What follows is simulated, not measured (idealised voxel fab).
Name of the process module below: voxel wiring stack
Section cut is 155 nm wide and gridded with 5 nm square cells.
The cross-sections in this document take the form of a grid made of square cells. They are written out as bands, in order from top to bottom. Each band consists of one or more rows of cells.
Each band's line starts with the height of the band's top and of its bottom, in nm. Then come its materials from left to right, each with its width in nm. One material with "throughout" fills the band from edge to edge. "blank" is empty space.
Measure heights from 0. That's the level where, below it, the as-received wafer is all one material. The lowest band is bottomless and extends downward; write it as in "from 0 down".
Read "30 to 40" as a graded width: first number on top, second number at the bottom, same change between each pair of neighbouring rows.
Where a step carries "nothing got changed", the cross-section came out of it unchanged, cell for cell.
Each empty space that has no open way to the top and spans at least 8 cells appears under "Enclosed internal cavities" as width x height at distance, the distance counted from the left edge, all in nm.
The remark found on a step's line after its settings is issued by the simulator itself and pertains to that step.
The optional step-line setting "overlay nm" applies to steps with a mask and quantifies how far to the right of its planned location the mask lay, a negative value indicating leftward placement.
Steps planned for the process:
1) RECEIVE with material Si
2) CONFORMAL_DEP with material SiO2, thk nm 15
3) CONFORMAL_DEP with material SiCN, thk nm 5
4) DIRECTIONAL_DEP with material lowk, thk nm 20
5) PATTERN with tone open, mask id METAL_1, material resist, width nm 20, pitch nm 40, thk nm 20, overlay nm 0
6) DIRECTIONAL_ETCH with etch materials lowk, depth nm 20
7) DIRECTIONAL_ETCH with etch materials SiCN, depth nm 5
8) STRIP with etch materials resist
9) CONFORMAL_DEP with material TiN, thk nm 5
10) FILL_DEP with material W, thk nm 10
11) CMP with height nm 40
12) CONFORMAL_DEP with material SiCN, thk nm 5
13) DIRECTIONAL_DEP with material lowk, thk nm 15
14) MASKED_ETCH with tone open, mask id PLUG_1, width nm 15, pitch nm 40, etch materials lowk, depth nm 15, overlay nm 0
15) MASKED_ETCH with tone open, mask id PLUG_1, width nm 15, pitch nm 40, etch materials SiCN, depth nm 5, overlay nm 0
16) EPI with material Ru, thk nm 10
17) EPI with material Ru, thk nm 10
18) CONFORMAL_DEP with material SiCN, thk nm 5
19) DIRECTIONAL_DEP with material SiO2, thk nm 25
20) DIRECTIONAL_DEP with material aC, thk nm 10
21) PATTERN with tone open, mask id METAL_2, material resist, width nm 20, pitch nm 40, thk nm 25, overlay nm 0
22) DIRECTIONAL_ETCH with etch materials aC, depth nm 10
23) STRIP with etch materials resist
24) DIRECTIONAL_ETCH with etch materials SiO2, depth nm 25
25) DIRECTIONAL_ETCH with etch materials SiCN, depth nm 5
26) STRIP with etch materials aC
27) CONFORMAL_DEP with material TiN, thk nm 5
28) FILL_DEP with material W, thk nm 10
29) CMP with height nm 90
30) CONFORMAL_DEP with material SiCN, thk nm 5
31) DIRECTIONAL_DEP with material SiO2, thk nm 15
32) MASKED_ETCH with tone open, mask id PLUG_2, width nm 15, pitch nm 40, etch materials SiO2, depth nm 15, overlay nm 0
33) MASKED_ETCH with tone open, mask id PLUG_2, width nm 15, pitch nm 40, etch materials SiCN, depth nm 5, overlay nm 0
34) EPI with material Ru, thk nm 10
35) EPI with material Ru, thk nm 10
36) CONFORMAL_DEP with material SiCN, thk nm 5
37) DIRECTIONAL_DEP with material lowk, thk nm 15
38) DIRECTIONAL_DEP with material aC, thk nm 10
39) PATTERN with tone open, mask id METAL_3, material resist, width nm 20, pitch nm 40, thk nm 30, overlay nm 0
40) DIRECTIONAL_ETCH with etch materials aC, depth nm 10
41) STRIP with etch materials resist
42) DIRECTIONAL_ETCH with etch materials lowk, depth nm 15
43) DIRECTIONAL_ETCH with etch materials SiCN, depth nm 5
44) STRIP with etch materials aC
45) CONFORMAL_DEP with material TiN, thk nm 5
46) FILL_DEP with material Cu, thk nm 5
47) CMP with height nm 130
48) EPI with material Ru, thk nm 5
49) FILL_DEP with material SiCN, thk nm 5
First of two wafers, with the run carried out as planned:
The cross-section here shows the wafer as received, i.e. in its state after step 1:
  from 0 down | Si throughout
  Enclosed internal cavities: none
The wafer in cross-section once step 2 is complete:
  from 15 to 0 | SiO2 throughout
  Unchanged below 0.
The wafer in cross-section once step 3 is complete:
  from 20 to 15 | SiCN throughout
  Unchanged below 15.
The wafer in cross-section once step 4 is complete:
  from 40 to 20 | lowk throughout
  Unchanged below 20.
The wafer in cross-section once step 5 is complete:
  from 60 to 40 | resist 25 / blank 20 / resist 20 / blank 20 / resist 20 / blank 20 / resist 30
  Unchanged below 40.
The wafer in cross-section once step 6 is complete:
  from 60 to 40 | resist 25 / blank 20 / resist 20 / blank 20 / resist 20 / blank 20 / resist 30
  from 40 to 20 | lowk 25 / blank 20 / lowk 20 / blank 20 / lowk 20 / blank 20 / lowk 30
  Unchanged below 20.
The wafer in cross-section once step 7 is complete:
  from 60 to 40 | resist 25 / blank 20 / resist 20 / blank 20 / resist 20 / blank 20 / resist 30
  from 40 to 20 | lowk 25 / blank 20 / lowk 20 / blank 20 / lowk 20 / blank 20 / lowk 30
  from 20 to 15 | SiCN 25 / blank 20 / SiCN 20 / blank 20 / SiCN 20 / blank 20 / SiCN 30
  Unchanged below 15.
The wafer in cross-section once step 8 is complete:
  from 40 to 20 | lowk 25 / blank 20 / lowk 20 / blank 20 / lowk 20 / blank 20 / lowk 30
  Unchanged below 20.
The wafer in cross-section once step 9 is complete:
  from 45 to 40 | TiN 30 / blank 10 / TiN 30 / blank 10 / TiN 30 / blank 10 / TiN 35
  from 40 to 20 | lowk 25 / TiN 5 / blank 10 / TiN 5 / lowk 20 / TiN 5 / blank 10 / TiN 5 / lowk 20 / TiN 5 / blank 10 / TiN 5 / lowk 30
  from 20 to 15 | SiCN 25 / TiN 20 / SiCN 20 / TiN 20 / SiCN 20 / TiN 20 / SiCN 30
  Unchanged below 15.
The wafer in cross-section once step 10 is complete:
  from 55 to 45 | W throughout
  from 45 to 40 | TiN 30 / W 10 / TiN 30 / W 10 / TiN 30 / W 10 / TiN 35
  from 40 to 20 | lowk 25 / TiN 5 / W 10 / TiN 5 / lowk 20 / TiN 5 / W 10 / TiN 5 / lowk 20 / TiN 5 / W 10 / TiN 5 / lowk 30
  Unchanged below 20.
The wafer in cross-section once step 11 is complete:
  from 40 to 20 | lowk 25 / TiN 5 / W 10 / TiN 5 / lowk 20 / TiN 5 / W 10 / TiN 5 / lowk 20 / TiN 5 / W 10 / TiN 5 / lowk 30
  Unchanged below 20.
The wafer in cross-section once step 12 is complete:
  from 45 to 40 | SiCN throughout
  Unchanged below 40.
The wafer in cross-section once step 13 is complete:
  from 60 to 45 | lowk throughout
  Unchanged below 45.
The wafer in cross-section once step 14 is complete:
  from 60 to 45 | lowk 25 / blank 15 / lowk 25 / blank 15 / lowk 25 / blank 15 / lowk 35
  Unchanged below 45.
The wafer in cross-section once step 15 is complete:
  from 60 to 45 | lowk 25 / blank 15 / lowk 25 / blank 15 / lowk 25 / blank 15 / lowk 35
  from 45 to 40 | SiCN 25 / blank 15 / SiCN 25 / blank 15 / SiCN 25 / blank 15 / SiCN 35
  Unchanged below 40.
The wafer in cross-section once step 16 is complete:
  from 60 to 50 | lowk 25 / blank 15 / lowk 25 / blank 15 / lowk 25 / blank 15 / lowk 35
  from 50 to 45 | lowk 25 / Ru 15 / lowk 25 / Ru 15 / lowk 25 / Ru 15 / lowk 35
  from 45 to 40 | SiCN 25 / Ru 15 / SiCN 25 / Ru 15 / SiCN 25 / Ru 15 / SiCN 35
  Unchanged below 40.
The wafer in cross-section once step 17 is complete:
  from 60 to 45 | lowk 25 / Ru 15 / lowk 25 / Ru 15 / lowk 25 / Ru 15 / lowk 35
  Unchanged below 45.
The wafer in cross-section once step 18 is complete:
  from 65 to 60 | SiCN throughout
  Unchanged below 60.
The wafer in cross-section once step 19 is complete:
  from 90 to 65 | SiO2 throughout
  Unchanged below 65.
The wafer in cross-section once step 20 is complete:
  from 100 to 90 | aC throughout
  Unchanged below 90.
The wafer in cross-section once step 21 is complete:
  from 125 to 100 | resist 25 / blank 20 / resist 20 / blank 20 / resist 20 / blank 20 / resist 30
  Unchanged below 100.
The wafer in cross-section once step 22 is complete:
  from 115 to 100 | resist 25 / blank 20 / resist 20 / blank 20 / resist 20 / blank 20 / resist 30
  from 100 to 90 | aC 25 / blank 20 / aC 20 / blank 20 / aC 20 / blank 20 / aC 30
  Unchanged below 90.
The wafer in cross-section once step 23 is complete:
  from 100 to 90 | aC 25 / blank 20 / aC 20 / blank 20 / aC 20 / blank 20 / aC 30
  Unchanged below 90.
The wafer in cross-section once step 24 is complete:
  from 100 to 90 | aC 25 / blank 20 / aC 20 / blank 20 / aC 20 / blank 20 / aC 30
  from 90 to 65 | SiO2 25 / blank 20 / SiO2 20 / blank 20 / SiO2 20 / blank 20 / SiO2 30
  Unchanged below 65.
The wafer in cross-section once step 25 is complete:
  from 100 to 90 | aC 25 / blank 20 / aC 20 / blank 20 / aC 20 / blank 20 / aC 30
  from 90 to 65 | SiO2 25 / blank 20 / SiO2 20 / blank 20 / SiO2 20 / blank 20 / SiO2 30
  from 65 to 60 | SiCN 25 / blank 20 / SiCN 20 / blank 20 / SiCN 20 / blank 20 / SiCN 30
  Unchanged below 60.
The wafer in cross-section once step 26 is complete:
  from 90 to 65 | SiO2 25 / blank 20 / SiO2 20 / blank 20 / SiO2 20 / blank 20 / SiO2 30
  Unchanged below 65.
The wafer in cross-section once step 27 is complete:
  from 95 to 90 | TiN 30 / blank 10 / TiN 30 / blank 10 / TiN 30 / blank 10 / TiN 35
  from 90 to 65 | SiO2 25 / TiN 5 / blank 10 / TiN 5 / SiO2 20 / TiN 5 / blank 10 / TiN 5 / SiO2 20 / TiN 5 / blank 10 / TiN 5 / SiO2 30
  from 65 to 60 | SiCN 25 / TiN 20 / SiCN 20 / TiN 20 / SiCN 20 / TiN 20 / SiCN 30
  Unchanged below 60.
The wafer in cross-section once step 28 is complete:
  from 105 to 95 | W throughout
  from 95 to 90 | TiN 30 / W 10 / TiN 30 / W 10 / TiN 30 / W 10 / TiN 35
  from 90 to 65 | SiO2 25 / TiN 5 / W 10 / TiN 5 / SiO2 20 / TiN 5 / W 10 / TiN 5 / SiO2 20 / TiN 5 / W 10 / TiN 5 / SiO2 30
  Unchanged below 65.
The wafer in cross-section once step 29 is complete:
  from 90 to 65 | SiO2 25 / TiN 5 / W 10 / TiN 5 / SiO2 20 / TiN 5 / W 10 / TiN 5 / SiO2 20 / TiN 5 / W 10 / TiN 5 / SiO2 30
  Unchanged below 65.
The wafer in cross-section once step 30 is complete:
  from 95 to 90 | SiCN throughout
  Unchanged below 90.
The wafer in cross-section once step 31 is complete:
  from 110 to 95 | SiO2 throughout
  Unchanged below 95.
The wafer in cross-section once step 32 is complete:
  from 110 to 95 | SiO2 25 / blank 15 / SiO2 25 / blank 15 / SiO2 25 / blank 15 / SiO2 35
  Unchanged below 95.
The wafer in cross-section once step 33 is complete:
  from 110 to 95 | SiO2 25 / blank 15 / SiO2 25 / blank 15 / SiO2 25 / blank 15 / SiO2 35
  from 95 to 90 | SiCN 25 / blank 15 / SiCN 25 / blank 15 / SiCN 25 / blank 15 / SiCN 35
  Unchanged below 90.
The wafer in cross-section once step 34 is complete:
  from 110 to 100 | SiO2 25 / blank 15 / SiO2 25 / blank 15 / SiO2 25 / blank 15 / SiO2 35
  from 100 to 95 | SiO2 25 / Ru 15 / SiO2 25 / Ru 15 / SiO2 25 / Ru 15 / SiO2 35
  from 95 to 90 | SiCN 25 / Ru 15 / SiCN 25 / Ru 15 / SiCN 25 / Ru 15 / SiCN 35
  Unchanged below 90.
The wafer in cross-section once step 35 is complete:
  from 110 to 95 | SiO2 25 / Ru 15 / SiO2 25 / Ru 15 / SiO2 25 / Ru 15 / SiO2 35
  Unchanged below 95.
The wafer in cross-section once step 36 is complete:
  from 115 to 110 | SiCN throughout
  Unchanged below 110.
The wafer in cross-section once step 37 is complete:
  from 130 to 115 | lowk throughout
  Unchanged below 115.
The wafer in cross-section once step 38 is complete:
  from 140 to 130 | aC throughout
  Unchanged below 130.
The wafer in cross-section once step 39 is complete:
  from 170 to 140 | resist 25 / blank 20 / resist 20 / blank 20 / resist 20 / blank 20 / resist 30
  Unchanged below 140.
The wafer in cross-section once step 40 is complete:
  from 160 to 140 | resist 25 / blank 20 / resist 20 / blank 20 / resist 20 / blank 20 / resist 30
  from 140 to 130 | aC 25 / blank 20 / aC 20 / blank 20 / aC 20 / blank 20 / aC 30
  Unchanged below 130.
The wafer in cross-section once step 41 is complete:
  from 140 to 130 | aC 25 / blank 20 / aC 20 / blank 20 / aC 20 / blank 20 / aC 30
  Unchanged below 130.
The wafer in cross-section once step 42 is complete:
  from 140 to 130 | aC 25 / blank 20 / aC 20 / blank 20 / aC 20 / blank 20 / aC 30
  from 130 to 115 | lowk 25 / blank 20 / lowk 20 / blank 20 / lowk 20 / blank 20 / lowk 30
  Unchanged below 115.
The wafer in cross-section once step 43 is complete:
  from 140 to 130 | aC 25 / blank 20 / aC 20 / blank 20 / aC 20 / blank 20 / aC 30
  from 130 to 115 | lowk 25 / blank 20 / lowk 20 / blank 20 / lowk 20 / blank 20 / lowk 30
  from 115 to 110 | SiCN 25 / blank 20 / SiCN 20 / blank 20 / SiCN 20 / blank 20 / SiCN 30
  Unchanged below 110.
The wafer in cross-section once step 44 is complete:
  from 130 to 115 | lowk 25 / blank 20 / lowk 20 / blank 20 / lowk 20 / blank 20 / lowk 30
  Unchanged below 115.
The wafer in cross-section once step 45 is complete:
  from 135 to 130 | TiN 30 / blank 10 / TiN 30 / blank 10 / TiN 30 / blank 10 / TiN 35
  from 130 to 115 | lowk 25 / TiN 5 / blank 10 / TiN 5 / lowk 20 / TiN 5 / blank 10 / TiN 5 / lowk 20 / TiN 5 / blank 10 / TiN 5 / lowk 30
  from 115 to 110 | SiCN 25 / TiN 20 / SiCN 20 / TiN 20 / SiCN 20 / TiN 20 / SiCN 30
  Unchanged below 110.
The wafer in cross-section once step 46 is complete:
  from 140 to 135 | Cu throughout
  from 135 to 130 | TiN 30 / Cu 10 / TiN 30 / Cu 10 / TiN 30 / Cu 10 / TiN 35
  from 130 to 115 | lowk 25 / TiN 5 / Cu 10 / TiN 5 / lowk 20 / TiN 5 / Cu 10 / TiN 5 / lowk 20 / TiN 5 / Cu 10 / TiN 5 / lowk 30
  Unchanged below 115.
The wafer in cross-section once step 47 is complete:
  from 130 to 115 | lowk 25 / TiN 5 / Cu 10 / TiN 5 / lowk 20 / TiN 5 / Cu 10 / TiN 5 / lowk 20 / TiN 5 / Cu 10 / TiN 5 / lowk 30
  Unchanged below 115.
The wafer in cross-section once step 48 is complete:
  from 135 to 130 | blank 20 / Ru 30 / blank 10 / Ru 30 / blank 10 / Ru 30 / blank 25
  Unchanged below 130.
The wafer in cross-section once step 49 is complete:
  from 140 to 135 | SiCN throughout
  from 135 to 130 | SiCN 20 / Ru 30 / SiCN 10 / Ru 30 / SiCN 10 / Ru 30 / SiCN 25
  Unchanged below 130.
Second wafer, same starting conditions and recipe as the first, one mistake in executing it, nothing differs from the first up to and including step 35:
Cross-section of the second wafer at the time by which step 36 should have been completed according to the plan:
  from 125 to 110 | SiCN throughout
  Unchanged below 110.
Cross-section of the second wafer at the time by which step 37 should have been completed according to the plan:
  from 140 to 125 | lowk throughout
  Unchanged below 125.
Cross-section of the second wafer at the time by which step 38 should have been completed according to the plan:
  from 150 to 140 | aC throughout
  Unchanged below 140.
Cross-section of the second wafer at the time by which step 39 should have been completed according to the plan:
  from 180 to 150 | resist 25 / blank 20 / resist 20 / blank 20 / resist 20 / blank 20 / resist 30
  Unchanged below 150.
Cross-section of the second wafer at the time by which step 40 should have been completed according to the plan:
  from 170 to 150 | resist 25 / blank 20 / resist 20 / blank 20 / resist 20 / blank 20 / resist 30
  from 150 to 140 | aC 25 / blank 20 / aC 20 / blank 20 / aC 20 / blank 20 / aC 30
  Unchanged below 140.
Cross-section of the second wafer at the time by which step 41 should have been completed according to the plan:
  from 150 to 140 | aC 25 / blank 20 / aC 20 / blank 20 / aC 20 / blank 20 / aC 30
  Unchanged below 140.
Cross-section of the second wafer at the time by which step 42 should have been completed according to the plan:
  from 150 to 140 | aC 25 / blank 20 / aC 20 / blank 20 / aC 20 / blank 20 / aC 30
  from 140 to 125 | lowk 25 / blank 20 / lowk 20 / blank 20 / lowk 20 / blank 20 / lowk 30
  Unchanged below 125.
Cross-section of the second wafer at the time by which step 43 should have been completed according to the plan:
  from 150 to 140 | aC 25 / blank 20 / aC 20 / blank 20 / aC 20 / blank 20 / aC 30
  from 140 to 125 | lowk 25 / blank 20 / lowk 20 / blank 20 / lowk 20 / blank 20 / lowk 30
  from 125 to 120 | SiCN 25 / blank 20 / SiCN 20 / blank 20 / SiCN 20 / blank 20 / SiCN 30
  Unchanged below 120.
Cross-section of the second wafer at the time by which step 44 should have been completed according to the plan:
  from 140 to 125 | lowk 25 / blank 20 / lowk 20 / blank 20 / lowk 20 / blank 20 / lowk 30
  Unchanged below 125.
Cross-section of the second wafer at the time by which step 45 should have been completed according to the plan:
  from 145 to 140 | TiN 30 / blank 10 / TiN 30 / blank 10 / TiN 30 / blank 10 / TiN 35
  from 140 to 125 | lowk 25 / TiN 5 / blank 10 / TiN 5 / lowk 20 / TiN 5 / blank 10 / TiN 5 / lowk 20 / TiN 5 / blank 10 / TiN 5 / lowk 30
  from 125 to 120 | SiCN 25 / TiN 20 / SiCN 20 / TiN 20 / SiCN 20 / TiN 20 / SiCN 30
  Unchanged below 120.
Cross-section of the second wafer at the time by which step 46 should have been completed according to the plan:
  from 150 to 145 | Cu throughout
  from 145 to 140 | TiN 30 / Cu 10 / TiN 30 / Cu 10 / TiN 30 / Cu 10 / TiN 35
  from 140 to 125 | lowk 25 / TiN 5 / Cu 10 / TiN 5 / lowk 20 / TiN 5 / Cu 10 / TiN 5 / lowk 20 / TiN 5 / Cu 10 / TiN 5 / lowk 30
  Unchanged below 125.
Cross-section of the second wafer at the time by which step 47 should have been completed according to the plan:
  from 130 to 125 | lowk 25 / TiN 5 / Cu 10 / TiN 5 / lowk 20 / TiN 5 / Cu 10 / TiN 5 / lowk 20 / TiN 5 / Cu 10 / TiN 5 / lowk 30
  Unchanged below 125.
Cross-section of the second wafer at the time by which step 48 should have been completed according to the plan:
  from 135 to 130 | blank 20 / Ru 30 / blank 10 / Ru 30 / blank 10 / Ru 30 / blank 25
  Unchanged below 130.
Cross-section of the second wafer at the time by which step 49 should have been completed according to the plan:
  from 140 to 135 | SiCN throughout
  from 135 to 130 | SiCN 20 / Ru 30 / SiCN 10 / Ru 30 / SiCN 10 / Ru 30 / SiCN 25
  Unchanged below 130.
What was the processing mistake? not per plan at step 36, really ran CONFORMAL_DEP with material SiCN, thk nm 15
In the final state, the cell counts of the second wafer exceed or fall short of those of the first for the following materials: Cu: 12 fewer | SiCN: 62 more | TiN: 12 fewer | lowk: 38 fewer
